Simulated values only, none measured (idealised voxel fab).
This section sets out a process module, namely voxel transistor to metal.
Pictured: cross-section cut, 180 nm wide, on a grid of 5 nm square cells.
Notation: cross-section as square-cell grid; stated in bands, top first, going down; one or more cell rows per band.
For a band, the entry starts with two heights in nm, that of the top and then that of the bottom, and carries on with the band's materials in order from left to right, each alongside its width in nm; the word "edge to edge" beside a single material means it fills the band edge to edge, and "empty" means empty space.
We count height from 0. Below that, the starting wafer is all one material. The lowest band never ends at the bottom but goes on down; see "0 -> down" for how that is written.
Width: "30 to 40" (first number = top row, second number = bottom row, same change from row to row of cells).
Basically "no alterations made" means that step didn't change any cell in the cross-section.
Entry "Entrapped void list" = empty spaces >= 8 cells with no open way to the top; each as width x height at distance, distance from left edge, all nm.
Text after the settings on a step's line: the simulator's own remark on that step.
On any step carrying a mask, the "overlay nm" setting, if present on the step's line, tells how far right of its planned place the mask lay; negative values point to the left.

-- The steps planned for the process are as follows
1) RECEIVE: material Si
2) OXIDIZE: depth nm 5
3) CONFORMAL_DEP: material SiN, thk nm 15
4) DIRECTIONAL_DEP: material aC, thk nm 10
5) PATTERN: tone cover, mask id ACTIVE, material resist, width nm 100, thk nm 25, overlay nm 0
6) DIRECTIONAL_ETCH: etch materials aC, depth nm 10
7) STRIP: etch materials resist
8) DIRECTIONAL_ETCH: etch materials SiN, depth nm 15
9) DIRECTIONAL_ETCH: etch materials SiO2, depth nm 5
10) DIRECTIONAL_ETCH: etch materials Si, depth nm 30
11) STRIP: etch materials aC
12) FILL_DEP: material SiO2, thk nm 5
13) CMP: height nm 15
14) SELECTIVE_ETCH: etch materials SiO2, depth nm 15
15) STRIP: etch materials SiN
16) SELECTIVE_ETCH: etch materials SiO2, depth nm 5
17) OXIDIZE: depth nm 5
18) DIRECTIONAL_DEP: material polySi, thk nm 30
19) DIRECTIONAL_DEP: material SiCN, thk nm 15
20) PATTERN: tone cover, mask id GATE, material resist, width nm 20, thk nm 20, overlay nm 0
21) DIRECTIONAL_ETCH: etch materials SiCN, depth nm 25
22) DIRECTIONAL_ETCH: etch materials polySi, depth nm 40
23) STRIP: etch materials resist
24) CONFORMAL_DEP: material SiO2, thk nm 5
25) DIRECTIONAL_ETCH: etch materials SiO2, depth nm 5
26) CONFORMAL_DEP: material SiN, thk nm 10
27) DIRECTIONAL_ETCH: etch materials SiN, depth nm 10
28) DIRECTIONAL_ETCH: etch materials SiO2, depth nm 5
29) EPI: material SiGe, thk nm 5
30) FILL_DEP: material SiO2, thk nm 10
31) CMP: height nm 40
32) DIRECTIONAL_DEP: material SiO2, thk nm 15
33) MASKED_ETCH: tone open, mask id CONTACT, width nm 30, pitch nm 60, etch materials SiO2, depth nm 60, overlay nm 0
34) CONFORMAL_DEP: material TiN, thk nm 5
35) FILL_DEP: material W, thk nm 10
36) CMP: height nm 55
37) CONFORMAL_DEP: material SiCN, thk nm 5
38) DIRECTIONAL_DEP: material lowk, thk nm 20
39) MASKED_ETCH: tone open, mask id METAL_1, width nm 15, pitch nm 75, etch materials lowk, depth nm 20, overlay nm 0
40) MASKED_ETCH: tone open, mask id METAL_1, width nm 15, pitch nm 75, etch materials SiCN, depth nm 5, overlay nm 0
41) CONFORMAL_DEP: material TiN, thk nm 5
42) FILL_DEP: material Cu, thk nm 5
43) CMP: height nm 80
44) EPI: material Ru, thk nm 5
45) FILL_DEP: material SiCN, thk nm 5
46) DIRECTIONAL_DEP: material lowk, thk nm 30
47) MASKED_ETCH: tone open, mask id METAL_2, width nm 15, pitch nm 75, etch materials lowk, depth nm 15, overlay nm 0
48) PATTERN: tone open, mask id METAL_2_HOLES, material resist, width nm 15, pitch nm 75, thk nm 20, overlay nm 0
49) DIRECTIONAL_ETCH: etch materials lowk, depth nm 15
50) DIRECTIONAL_ETCH: etch materials SiCN, depth nm 5
51) STRIP: etch materials resist
52) CONFORMAL_DEP: material TiN, thk nm 5
53) FILL_DEP: material Cu, thk nm 10
54) CMP: height nm 120
55) CONFORMAL_DEP: material SiCN, thk nm 5

-- First of the two wafers, run per plan

-- So this is the incoming wafer in cross-section - it's already been through step 1
> 0 -> down | Si edge to edge
> Entrapped void list: none

-- Step 2 done - wafer cross-section
> 0 -> -5 | SiO2 edge to edge
> At heights below -5, the structure remains unaltered.

-- Step 3 done - wafer cross-section
> 15 -> 0 | SiN edge to edge
> At heights below 0, the structure remains unaltered.

-- Step 4 done - wafer cross-section
> 25 -> 15 | aC edge to edge
> At heights below 15, the structure remains unaltered.

-- Step 5 done - wafer cross-section
> 50 -> 25 | empty 40  resist 100  empty 40
> At heights below 25, the structure remains unaltered.

-- Step 6 done - wafer cross-section
> 40 -> 25 | empty 40  resist 100  empty 40
> 25 -> 15 | empty 40  aC 100  empty 40
> At heights below 15, the structure remains unaltered.

-- Step 7 done - wafer cross-section
> 25 -> 15 | empty 40  aC 100  empty 40
> At heights below 15, the structure remains unaltered.

-- Step 8 done - wafer cross-section
> 25 -> 15 | empty 40  aC 100  empty 40
> 15 -> 0 | empty 40  SiN 100  empty 40
> At heights below 0, the structure remains unaltered.

-- Step 9 done - wafer cross-section
> 25 -> 15 | empty 40  aC 100  empty 40
> 15 -> 0 | empty 40  SiN 100  empty 40
> 0 -> -5 | empty 40  SiO2 100  empty 40
> At heights below -5, the structure remains unaltered.

-- Step 10 done - wafer cross-section
> 25 -> 15 | empty 40  aC 100  empty 40
> 15 -> 0 | empty 40  SiN 100  empty 40
> 0 -> -5 | empty 40  SiO2 100  empty 40
> -5 -> -35 | empty 40  Si 100  empty 40
> At heights below -35, the structure remains unaltered.

-- Step 11 done - wafer cross-section
> 15 -> 0 | empty 40  SiN 100  empty 40
> At heights below 0, the structure remains unaltered.

-- Step 12 done - wafer cross-section
> 20 -> 15 | SiO2 edge to edge
> 15 -> 0 | SiO2 40  SiN 100  SiO2 40
> 0 -> -5 | SiO2 edge to edge
> -5 -> -35 | SiO2 40  Si 100  SiO2 40
> At heights below -35, the structure remains unaltered.

-- Step 13 done - wafer cross-section
> 15 -> 0 | SiO2 40  SiN 100  SiO2 40
> At heights below 0, the structure remains unaltered.

-- Step 14 done - wafer cross-section
> 15 -> 0 | empty 40  SiN 100  empty 40
> At heights below 0, the structure remains unaltered.

-- Step 15 done - wafer cross-section
> 0 -> -5 | SiO2 edge to edge
> At heights below -5, the structure remains unaltered.

-- Step 16 done - wafer cross-section
> -5 -> -35 | SiO2 40  Si 100  SiO2 40
> At heights below -35, the structure remains unaltered.

-- Step 17 done - wafer cross-section
> -5 -> -10 | SiO2 edge to edge
> At heights below -10, the structure remains unaltered.

-- Step 18 done - wafer cross-section
> 25 -> -5 | polySi edge to edge
> At heights below -5, the structure remains unaltered.

-- Step 19 done - wafer cross-section
> 40 -> 25 | SiCN edge to edge
> At heights below 25, the structure remains unaltered.

-- Step 20 done - wafer cross-section
> 60 -> 40 | empty 80  resist 20  empty 80
> At heights below 40, the structure remains unaltered.

-- Step 21 done - wafer cross-section
> 60 -> 40 | empty 80  resist 20  empty 80
> 40 -> 25 | empty 80  SiCN 20  empty 80
> At heights below 25, the structure remains unaltered.

-- Step 22 done - wafer cross-section
> 60 -> 40 | empty 80  resist 20  empty 80
> 40 -> 25 | empty 80  SiCN 20  empty 80
> 25 -> -5 | empty 80  polySi 20  empty 80
> At heights below -5, the structure remains unaltered.

-- Step 23 done - wafer cross-section
> 40 -> 25 | empty 80  SiCN 20  empty 80
> At heights below 25, the structure remains unaltered.

-- Step 24 done - wafer cross-section
> 45 -> 40 | empty 75  SiO2 30  empty 75
> 40 -> 25 | empty 75  SiO2 5  SiCN 20  SiO2 5  empty 75
> 25 -> 0 | empty 75  SiO2 5  polySi 20  SiO2 5  empty 75
> 0 -> -5 | SiO2 80  polySi 20  SiO2 80
> At heights below -5, the structure remains unaltered.

-- Step 25 done - wafer cross-section
> 40 -> 25 | empty 75  SiO2 5  SiCN 20  SiO2 5  empty 75
> 25 -> -5 | empty 75  SiO2 5  polySi 20  SiO2 5  empty 75
> At heights below -5, the structure remains unaltered.

-- Step 26 done - wafer cross-section
> 50 -> 40 | empty 65  SiN 50  empty 65
> 40 -> 25 | empty 65  SiN 10  SiO2 5  SiCN 20  SiO2 5  SiN 10  empty 65
> 25 -> 5 | empty 65  SiN 10  SiO2 5  polySi 20  SiO2 5  SiN 10  empty 65
> 5 -> -5 | SiN 75  SiO2 5  polySi 20  SiO2 5  SiN 75
> At heights below -5, the structure remains unaltered.

-- Step 27 done - wafer cross-section
> 40 -> 25 | empty 65  SiN 10  SiO2 5  SiCN 20  SiO2 5  SiN 10  empty 65
> 25 -> -5 | empty 65  SiN 10  SiO2 5  polySi 20  SiO2 5  SiN 10  empty 65
> At heights below -5, the structure remains unaltered.

-- Step 28 done - wafer cross-section
> 40 -> 35 | empty 65  SiN 10  empty 5  SiCN 20  empty 5  SiN 10  empty 65
> 35 -> 25 | empty 65  SiN 10  SiO2 5  SiCN 20  SiO2 5  SiN 10  empty 65
> 25 -> -5 | empty 65  SiN 10  SiO2 5  polySi 20  SiO2 5  SiN 10  empty 65
> -5 -> -10 | empty 65  SiO2 50  empty 65
> At heights below -10, the structure remains unaltered.

-- Step 29 done - wafer cross-section
> 40 -> 35 | empty 65  SiN 10  empty 5  SiCN 20  empty 5  SiN 10  empty 65
> 35 -> 25 | empty 65  SiN 10  SiO2 5  SiCN 20  SiO2 5  SiN 10  empty 65
> 25 -> -5 | empty 65  SiN 10  SiO2 5  polySi 20  SiO2 5  SiN 10  empty 65
> -5 -> -10 | empty 35  SiGe 30  SiO2 50  SiGe 30  empty 35
> At heights below -10, the structure remains unaltered.

-- Step 30 done - wafer cross-section
> 50 -> 40 | SiO2 edge to edge
> 40 -> 25 | SiO2 65  SiN 10  SiO2 5  SiCN 20  SiO2 5  SiN 10  SiO2 65
> 25 -> -5 | SiO2 65  SiN 10  SiO2 5  polySi 20  SiO2 5  SiN 10  SiO2 65
> -5 -> -10 | SiO2 35  SiGe 30  SiO2 50  SiGe 30  SiO2 35
> At heights below -10, the structure remains unaltered.

-- Step 31 done - wafer cross-section
> 40 -> 25 | SiO2 65  SiN 10  SiO2 5  SiCN 20  SiO2 5  SiN 10  SiO2 65
> At heights below 25, the structure remains unaltered.

-- Step 32 done - wafer cross-section
> 55 -> 40 | SiO2 edge to edge
> At heights below 40, the structure remains unaltered.

-- Step 33 done - wafer cross-section
> 55 -> 40 | SiO2 45  empty 30  SiO2 30  empty 30  SiO2 45
> 40 -> 25 | SiO2 45  empty 20  SiN 10  SiO2 5  SiCN 20  SiO2 5  SiN 10  empty 20  SiO2 45
> 25 -> -5 | SiO2 45  empty 20  SiN 10  SiO2 5  polySi 20  SiO2 5  SiN 10  empty 20  SiO2 45
> At heights below -5, the structure remains unaltered.

-- Step 34 done - wafer cross-section
> 60 -> 55 | TiN 50  empty 20  TiN 40  empty 20  TiN 50
> 55 -> 45 | SiO2 45  TiN 5  empty 20  TiN 5  SiO2 30  TiN 5  empty 20  TiN 5  SiO2 45
> 45 -> 40 | SiO2 45  TiN 5  empty 10  TiN 15  SiO2 30  TiN 15  empty 10  TiN 5  SiO2 45
> 40 -> 25 | SiO2 45  TiN 5  empty 10  TiN 5  SiN 10  SiO2 5  SiCN 20  SiO2 5  SiN 10  TiN 5  empty 10  TiN 5  SiO2 45
> 25 -> 0 | SiO2 45  TiN 5  empty 10  TiN 5  SiN 10  SiO2 5  polySi 20  SiO2 5  SiN 10  TiN 5  empty 10  TiN 5  SiO2 45
> 0 -> -5 | SiO2 45  TiN 20  SiN 10  SiO2 5  polySi 20  SiO2 5  SiN 10  TiN 20  SiO2 45
> At heights below -5, the structure remains unaltered.

-- Step 35 done - wafer cross-section
> 70 -> 60 | W edge to edge
> 60 -> 55 | TiN 50  W 20  TiN 40  W 20  TiN 50
> 55 -> 45 | SiO2 45  TiN 5  W 20  TiN 5  SiO2 30  TiN 5  W 20  TiN 5  SiO2 45
> 45 -> 40 | SiO2 45  TiN 5  W 10  TiN 15  SiO2 30  TiN 15  W 10  TiN 5  SiO2 45
> 40 -> 25 | SiO2 45  TiN 5  W 10  TiN 5  SiN 10  SiO2 5  SiCN 20  SiO2 5  SiN 10  TiN 5  W 10  TiN 5  SiO2 45
> 25 -> 0 | SiO2 45  TiN 5  W 10  TiN 5  SiN 10  SiO2 5  polySi 20  SiO2 5  SiN 10  TiN 5  W 10  TiN 5  SiO2 45
> At heights below 0, the structure remains unaltered.

-- Step 36 done - wafer cross-section
> 55 -> 45 | SiO2 45  TiN 5  W 20  TiN 5  SiO2 30  TiN 5  W 20  TiN 5  SiO2 45
> At heights below 45, the structure remains unaltered.

-- Step 37 done - wafer cross-section
> 60 -> 55 | SiCN edge to edge
> At heights below 55, the structure remains unaltered.

-- Step 38 done - wafer cross-section
> 80 -> 60 | lowk edge to edge
> At heights below 60, the structure remains unaltered.

-- Step 39 done - wafer cross-section
> 80 -> 60 | lowk 45  empty 15  lowk 60  empty 15  lowk 45
> At heights below 60, the structure remains unaltered.

-- Step 40 done - wafer cross-section
> 80 -> 60 | lowk 45  empty 15  lowk 60  empty 15  lowk 45
> 60 -> 55 | SiCN 45  empty 15  SiCN 60  empty 15  SiCN 45
> At heights below 55, the structure remains unaltered.

-- Step 41 done - wafer cross-section
> 85 -> 80 | TiN 50  empty 5  TiN 70  empty 5  TiN 50
> 80 -> 60 | lowk 45  TiN 5  empty 5  TiN 5  lowk 60  TiN 5  empty 5  TiN 5  lowk 45
> 60 -> 55 | SiCN 45  TiN 15  SiCN 60  TiN 15  SiCN 45
> At heights below 55, the structure remains unaltered.

-- Step 42 done - wafer cross-section
> 90 -> 85 | Cu edge to edge
> 85 -> 80 | TiN 50  Cu 5  TiN 70  Cu 5  TiN 50
> 80 -> 60 | lowk 45  TiN 5  Cu 5  TiN 5  lowk 60  TiN 5  Cu 5  TiN 5  lowk 45
> At heights below 60, the structure remains unaltered.

-- Step 43 done - wafer cross-section
> 80 -> 60 | lowk 45  TiN 5  Cu 5  TiN 5  lowk 60  TiN 5  Cu 5  TiN 5  lowk 45
> At heights below 60, the structure remains unaltered.

-- Step 44 done - wafer cross-section
> 85 -> 80 | empty 40  Ru 25  empty 50  Ru 25  empty 40
> At heights below 80, the structure remains unaltered.

-- Step 45 done - wafer cross-section
> 90 -> 85 | SiCN edge to edge
> 85 -> 80 | SiCN 40  Ru 25  SiCN 50  Ru 25  SiCN 40
> At heights below 80, the structure remains unaltered.

-- Step 46 done - wafer cross-section
> 120 -> 90 | lowk edge to edge
> At heights below 90, the structure remains unaltered.

-- Step 47 done - wafer cross-section
> 120 -> 105 | lowk 45  empty 15  lowk 60  empty 15  lowk 45
> At heights below 105, the structure remains unaltered.

-- Step 48 done - wafer cross-section
> 140 -> 120 | resist 45  empty 15  resist 60  empty 15  resist 45
> At heights below 120, the structure remains unaltered.

-- Step 49 done - wafer cross-section
> 140 -> 120 | resist 45  empty 15  resist 60  empty 15  resist 45
> 120 -> 90 | lowk 45  empty 15  lowk 60  empty 15  lowk 45
> At heights below 90, the structure remains unaltered.

-- Step 50 done - wafer cross-section
> 140 -> 120 | resist 45  empty 15  resist 60  empty 15  resist 45
> 120 -> 90 | lowk 45  empty 15  lowk 60  empty 15  lowk 45
> 90 -> 85 | SiCN 45  empty 15  SiCN 60  empty 15  SiCN 45
> At heights below 85, the structure remains unaltered.

-- Step 51 done - wafer cross-section
> 120 -> 90 | lowk 45  empty 15  lowk 60  empty 15  lowk 45
> At heights below 90, the structure remains unaltered.

-- Step 52 done - wafer cross-section
> 125 -> 120 | TiN 50  empty 5  TiN 70  empty 5  TiN 50
> 120 -> 90 | lowk 45  TiN 5  empty 5  TiN 5  lowk 60  TiN 5  empty 5  TiN 5  lowk 45
> 90 -> 85 | SiCN 45  TiN 15  SiCN 60  TiN 15  SiCN 45
> At heights below 85, the structure remains unaltered.

-- Step 53 done - wafer cross-section
> 135 -> 125 | Cu edge to edge
> 125 -> 120 | TiN 50  Cu 5  TiN 70  Cu 5  TiN 50
> 120 -> 90 | lowk 45  TiN 5  Cu 5  TiN 5  lowk 60  TiN 5  Cu 5  TiN 5  lowk 45
> At heights below 90, the structure remains unaltered.

-- Step 54 done - wafer cross-section
> 120 -> 90 | lowk 45  TiN 5  Cu 5  TiN 5  lowk 60  TiN 5  Cu 5  TiN 5  lowk 45
> At heights below 90, the structure remains unaltered.

-- Step 55 done - wafer cross-section
> 125 -> 120 | SiCN edge to edge
> At heights below 120, the structure remains unaltered.

-- Here the second wafer is described. Its start and its plan were those of the first wafer. Its run contained one mistake. Up to and including step 4, it did exactly what the first wafer did

-- Cross-section of the second wafer at the time step 5 of the plan should have ended
> 50 -> 25 | empty 50  resist 100  empty 30
> At heights below 25, the structure remains unaltered.

-- Cross-section of the second wafer at the time step 6 of the plan should have ended
> 40 -> 25 | empty 50  resist 100  empty 30
> 25 -> 15 | empty 50  aC 100  empty 30
> At heights below 15, the structure remains unaltered.

-- Cross-section of the second wafer at the time step 7 of the plan should have ended
> 25 -> 15 | empty 50  aC 100  empty 30
> At heights below 15, the structure remains unaltered.

-- Cross-section of the second wafer at the time step 8 of the plan should have ended
> 25 -> 15 | empty 50  aC 100  empty 30
> 15 -> 0 | empty 50  SiN 100  empty 30
> At heights below 0, the structure remains unaltered.

-- Cross-section of the second wafer at the time step 9 of the plan should have ended
> 25 -> 15 | empty 50  aC 100  empty 30
> 15 -> 0 | empty 50  SiN 100  empty 30
> 0 -> -5 | empty 50  SiO2 100  empty 30
> At heights below -5, the structure remains unaltered.

-- Cross-section of the second wafer at the time step 10 of the plan should have ended
> 25 -> 15 | empty 50  aC 100  empty 30
> 15 -> 0 | empty 50  SiN 100  empty 30
> 0 -> -5 | empty 50  SiO2 100  empty 30
> -5 -> -35 | empty 50  Si 100  empty 30
> At heights below -35, the structure remains unaltered.

-- Cross-section of the second wafer at the time step 11 of the plan should have ended
> 15 -> 0 | empty 50  SiN 100  empty 30
> At heights below 0, the structure remains unaltered.

-- Cross-section of the second wafer at the time step 12 of the plan should have ended
> 20 -> 15 | SiO2 edge to edge
> 15 -> 0 | SiO2 50  SiN 100  SiO2 30
> 0 -> -5 | SiO2 edge to edge
> -5 -> -35 | SiO2 50  Si 100  SiO2 30
> At heights below -35, the structure remains unaltered.

-- Cross-section of the second wafer at the time step 13 of the plan should have ended
> 15 -> 0 | SiO2 50  SiN 100  SiO2 30
> At heights below 0, the structure remains unaltered.

-- Cross-section of the second wafer at the time step 14 of the plan should have ended
> 15 -> 0 | empty 50  SiN 100  empty 30
> At heights below 0, the structure remains unaltered.

-- Cross-section of the second wafer at the time step 15 of the plan should have ended
> 0 -> -5 | SiO2 edge to edge
> At heights below -5, the structure remains unaltered.

-- Cross-section of the second wafer at the time step 16 of the plan should have ended
> -5 -> -35 | SiO2 50  Si 100  SiO2 30
> At heights below -35, the structure remains unaltered.

-- Cross-section of the second wafer at the time step 17 of the plan should have ended
> -5 -> -10 | SiO2 edge to edge
> At heights below -10, the structure remains unaltered.

-- Cross-section of the second wafer at the time step 18 of the plan should have ended
> 25 -> -5 | polySi edge to edge
> At heights below -5, the structure remains unaltered.

-- Cross-section of the second wafer at the time step 19 of the plan should have ended
> 40 -> 25 | SiCN edge to edge
> At heights below 25, the structure remains unaltered.

-- Cross-section of the second wafer at the time step 20 of the plan should have ended
> 60 -> 40 | empty 80  resist 20  empty 80
> At heights below 40, the structure remains unaltered.

-- Cross-section of the second wafer at the time step 21 of the plan should have ended
> 60 -> 40 | empty 80  resist 20  empty 80
> 40 -> 25 | empty 80  SiCN 20  empty 80
> At heights below 25, the structure remains unaltered.

-- Cross-section of the second wafer at the time step 22 of the plan should have ended
> 60 -> 40 | empty 80  resist 20  empty 80
> 40 -> 25 | empty 80  SiCN 20  empty 80
> 25 -> -5 | empty 80  polySi 20  empty 80
> At heights below -5, the structure remains unaltered.

-- Cross-section of the second wafer at the time step 23 of the plan should have ended
> 40 -> 25 | empty 80  SiCN 20  empty 80
> At heights below 25, the structure remains unaltered.

-- Cross-section of the second wafer at the time step 24 of the plan should have ended
> 45 -> 40 | empty 75  SiO2 30  empty 75
> 40 -> 25 | empty 75  SiO2 5  SiCN 20  SiO2 5  empty 75
> 25 -> 0 | empty 75  SiO2 5  polySi 20  SiO2 5  empty 75
> 0 -> -5 | SiO2 80  polySi 20  SiO2 80
> At heights below -5, the structure remains unaltered.

-- Cross-section of the second wafer at the time step 25 of the plan should have ended
> 40 -> 25 | empty 75  SiO2 5  SiCN 20  SiO2 5  empty 75
> 25 -> -5 | empty 75  SiO2 5  polySi 20  SiO2 5  empty 75
> At heights below -5, the structure remains unaltered.

-- Cross-section of the second wafer at the time step 26 of the plan should have ended
> 50 -> 40 | empty 65  SiN 50  empty 65
> 40 -> 25 | empty 65  SiN 10  SiO2 5  SiCN 20  SiO2 5  SiN 10  empty 65
> 25 -> 5 | empty 65  SiN 10  SiO2 5  polySi 20  SiO2 5  SiN 10  empty 65
> 5 -> -5 | SiN 75  SiO2 5  polySi 20  SiO2 5  SiN 75
> At heights below -5, the structure remains unaltered.

-- Cross-section of the second wafer at the time step 27 of the plan should have ended
> 40 -> 25 | empty 65  SiN 10  SiO2 5  SiCN 20  SiO2 5  SiN 10  empty 65
> 25 -> -5 | empty 65  SiN 10  SiO2 5  polySi 20  SiO2 5  SiN 10  empty 65
> At heights below -5, the structure remains unaltered.

-- Cross-section of the second wafer at the time step 28 of the plan should have ended
> 40 -> 35 | empty 65  SiN 10  empty 5  SiCN 20  empty 5  SiN 10  empty 65
> 35 -> 25 | empty 65  SiN 10  SiO2 5  SiCN 20  SiO2 5  SiN 10  empty 65
> 25 -> -5 | empty 65  SiN 10  SiO2 5  polySi 20  SiO2 5  SiN 10  empty 65
> -5 -> -10 | empty 65  SiO2 50  empty 65
> At heights below -10, the structure remains unaltered.

-- Cross-section of the second wafer at the time step 29 of the plan should have ended
> 40 -> 35 | empty 65  SiN 10  empty 5  SiCN 20  empty 5  SiN 10  empty 65
> 35 -> 25 | empty 65  SiN 10  SiO2 5  SiCN 20  SiO2 5  SiN 10  empty 65
> 25 -> -5 | empty 65  SiN 10  SiO2 5  polySi 20  SiO2 5  SiN 10  empty 65
> -5 -> -10 | empty 45  SiGe 20  SiO2 50  SiGe 40  empty 25
> At heights below -10, the structure remains unaltered.

-- Cross-section of the second wafer at the time step 30 of the plan should have ended
> 50 -> 40 | SiO2 edge to edge
> 40 -> 25 | SiO2 65  SiN 10  SiO2 5  SiCN 20  SiO2 5  SiN 10  SiO2 65
> 25 -> -5 | SiO2 65  SiN 10  SiO2 5  polySi 20  SiO2 5  SiN 10  SiO2 65
> -5 -> -10 | SiO2 45  SiGe 20  SiO2 50  SiGe 40  SiO2 25
> At heights below -10, the structure remains unaltered.

-- Cross-section of the second wafer at the time step 31 of the plan should have ended
> 40 -> 25 | SiO2 65  SiN 10  SiO2 5  SiCN 20  SiO2 5  SiN 10  SiO2 65
> At heights below 25, the structure remains unaltered.

-- Cross-section of the second wafer at the time step 32 of the plan should have ended
> 55 -> 40 | SiO2 edge to edge
> At heights below 40, the structure remains unaltered.

-- Cross-section of the second wafer at the time step 33 of the plan should have ended
> 55 -> 40 | SiO2 45  empty 30  SiO2 30  empty 30  SiO2 45
> 40 -> 25 | SiO2 45  empty 20  SiN 10  SiO2 5  SiCN 20  SiO2 5  SiN 10  empty 20  SiO2 45
> 25 -> -5 | SiO2 45  empty 20  SiN 10  SiO2 5  polySi 20  SiO2 5  SiN 10  empty 20  SiO2 45
> At heights below -5, the structure remains unaltered.

-- Cross-section of the second wafer at the time step 34 of the plan should have ended
> 60 -> 55 | TiN 50  empty 20  TiN 40  empty 20  TiN 50
> 55 -> 45 | SiO2 45  TiN 5  empty 20  TiN 5  SiO2 30  TiN 5  empty 20  TiN 5  SiO2 45
> 45 -> 40 | SiO2 45  TiN 5  empty 10  TiN 15  SiO2 30  TiN 15  empty 10  TiN 5  SiO2 45
> 40 -> 25 | SiO2 45  TiN 5  empty 10  TiN 5  SiN 10  SiO2 5  SiCN 20  SiO2 5  SiN 10  TiN 5  empty 10  TiN 5  SiO2 45
> 25 -> 0 | SiO2 45  TiN 5  empty 10  TiN 5  SiN 10  SiO2 5  polySi 20  SiO2 5  SiN 10  TiN 5  empty 10  TiN 5  SiO2 45
> 0 -> -5 | SiO2 45  TiN 20  SiN 10  SiO2 5  polySi 20  SiO2 5  SiN 10  TiN 20  SiO2 45
> At heights below -5, the structure remains unaltered.

-- Cross-section of the second wafer at the time step 35 of the plan should have ended
> 70 -> 60 | W edge to edge
> 60 -> 55 | TiN 50  W 20  TiN 40  W 20  TiN 50
> 55 -> 45 | SiO2 45  TiN 5  W 20  TiN 5  SiO2 30  TiN 5  W 20  TiN 5  SiO2 45
> 45 -> 40 | SiO2 45  TiN 5  W 10  TiN 15  SiO2 30  TiN 15  W 10  TiN 5  SiO2 45
> 40 -> 25 | SiO2 45  TiN 5  W 10  TiN 5  SiN 10  SiO2 5  SiCN 20  SiO2 5  SiN 10  TiN 5  W 10  TiN 5  SiO2 45
> 25 -> 0 | SiO2 45  TiN 5  W 10  TiN 5  SiN 10  SiO2 5  polySi 20  SiO2 5  SiN 10  TiN 5  W 10  TiN 5  SiO2 45
> At heights below 0, the structure remains unaltered.

-- Cross-section of the second wafer at the time step 36 of the plan should have ended
> 55 -> 45 | SiO2 45  TiN 5  W 20  TiN 5  SiO2 30  TiN 5  W 20  TiN 5  SiO2 45
> At heights below 45, the structure remains unaltered.

-- Cross-section of the second wafer at the time step 37 of the plan should have ended
> 60 -> 55 | SiCN edge to edge
> At heights below 55, the structure remains unaltered.

-- Cross-section of the second wafer at the time step 38 of the plan should have ended
> 80 -> 60 | lowk edge to edge
> At heights below 60, the structure remains unaltered.

-- Cross-section of the second wafer at the time step 39 of the plan should have ended
> 80 -> 60 | lowk 45  empty 15  lowk 60  empty 15  lowk 45
> At heights below 60, the structure remains unaltered.

-- Cross-section of the second wafer at the time step 40 of the plan should have ended
> 80 -> 60 | lowk 45  empty 15  lowk 60  empty 15  lowk 45
> 60 -> 55 | SiCN 45  empty 15  SiCN 60  empty 15  SiCN 45
> At heights below 55, the structure remains unaltered.

-- Cross-section of the second wafer at the time step 41 of the plan should have ended
> 85 -> 80 | TiN 50  empty 5  TiN 70  empty 5  TiN 50
> 80 -> 60 | lowk 45  TiN 5  empty 5  TiN 5  lowk 60  TiN 5  empty 5  TiN 5  lowk 45
> 60 -> 55 | SiCN 45  TiN 15  SiCN 60  TiN 15  SiCN 45
> At heights below 55, the structure remains unaltered.

-- Cross-section of the second wafer at the time step 42 of the plan should have ended
> 90 -> 85 | Cu edge to edge
> 85 -> 80 | TiN 50  Cu 5  TiN 70  Cu 5  TiN 50
> 80 -> 60 | lowk 45  TiN 5  Cu 5  TiN 5  lowk 60  TiN 5  Cu 5  TiN 5  lowk 45
> At heights below 60, the structure remains unaltered.

-- Cross-section of the second wafer at the time step 43 of the plan should have ended
> 80 -> 60 | lowk 45  TiN 5  Cu 5  TiN 5  lowk 60  TiN 5  Cu 5  TiN 5  lowk 45
> At heights below 60, the structure remains unaltered.

-- Cross-section of the second wafer at the time step 44 of the plan should have ended
> 85 -> 80 | empty 40  Ru 25  empty 50  Ru 25  empty 40
> At heights below 80, the structure remains unaltered.

-- Cross-section of the second wafer at the time step 45 of the plan should have ended
> 90 -> 85 | SiCN edge to edge
> 85 -> 80 | SiCN 40  Ru 25  SiCN 50  Ru 25  SiCN 40
> At heights below 80, the structure remains unaltered.

-- Cross-section of the second wafer at the time step 46 of the plan should have ended
> 120 -> 90 | lowk edge to edge
> At heights below 90, the structure remains unaltered.

-- Cross-section of the second wafer at the time step 47 of the plan should have ended
> 120 -> 105 | lowk 45  empty 15  lowk 60  empty 15  lowk 45
> At heights below 105, the structure remains unaltered.

-- Cross-section of the second wafer at the time step 48 of the plan should have ended
> 140 -> 120 | resist 45  empty 15  resist 60  empty 15  resist 45
> At heights below 120, the structure remains unaltered.

-- Cross-section of the second wafer at the time step 49 of the plan should have ended
> 140 -> 120 | resist 45  empty 15  resist 60  empty 15  resist 45
> 120 -> 90 | lowk 45  empty 15  lowk 60  empty 15  lowk 45
> At heights below 90, the structure remains unaltered.

-- Cross-section of the second wafer at the time step 50 of the plan should have ended
> 140 -> 120 | resist 45  empty 15  resist 60  empty 15  resist 45
> 120 -> 90 | lowk 45  empty 15  lowk 60  empty 15  lowk 45
> 90 -> 85 | SiCN 45  empty 15  SiCN 60  empty 15  SiCN 45
> At heights below 85, the structure remains unaltered.

-- Cross-section of the second wafer at the time step 51 of the plan should have ended
> 120 -> 90 | lowk 45  empty 15  lowk 60  empty 15  lowk 45
> At heights below 90, the structure remains unaltered.

-- Cross-section of the second wafer at the time step 52 of the plan should have ended
> 125 -> 120 | TiN 50  empty 5  TiN 70  empty 5  TiN 50
> 120 -> 90 | lowk 45  TiN 5  empty 5  TiN 5  lowk 60  TiN 5  empty 5  TiN 5  lowk 45
> 90 -> 85 | SiCN 45  TiN 15  SiCN 60  TiN 15  SiCN 45
> At heights below 85, the structure remains unaltered.

-- Cross-section of the second wafer at the time step 53 of the plan should have ended
> 135 -> 125 | Cu edge to edge
> 125 -> 120 | TiN 50  Cu 5  TiN 70  Cu 5  TiN 50
> 120 -> 90 | lowk 45  TiN 5  Cu 5  TiN 5  lowk 60  TiN 5  Cu 5  TiN 5  lowk 45
> At heights below 90, the structure remains unaltered.

-- Cross-section of the second wafer at the time step 54 of the plan should have ended
> 120 -> 90 | lowk 45  TiN 5  Cu 5  TiN 5  lowk 60  TiN 5  Cu 5  TiN 5  lowk 45
> At heights below 90, the structure remains unaltered.

-- Cross-section of the second wafer at the time step 55 of the plan should have ended
> 125 -> 120 | SiCN edge to edge
> At heights below 120, the structure remains unaltered.
The plan and the run diverged here: step 5 was processed under conditions differing from the plan, specifically as PATTERN: tone cover, mask id ACTIVE, material resist, width nm 100, thk nm 25, overlay nm 10
Upon completion, the cell count for each material on the second wafer equals that on the first, whereas the spatial distribution of those cells differs.
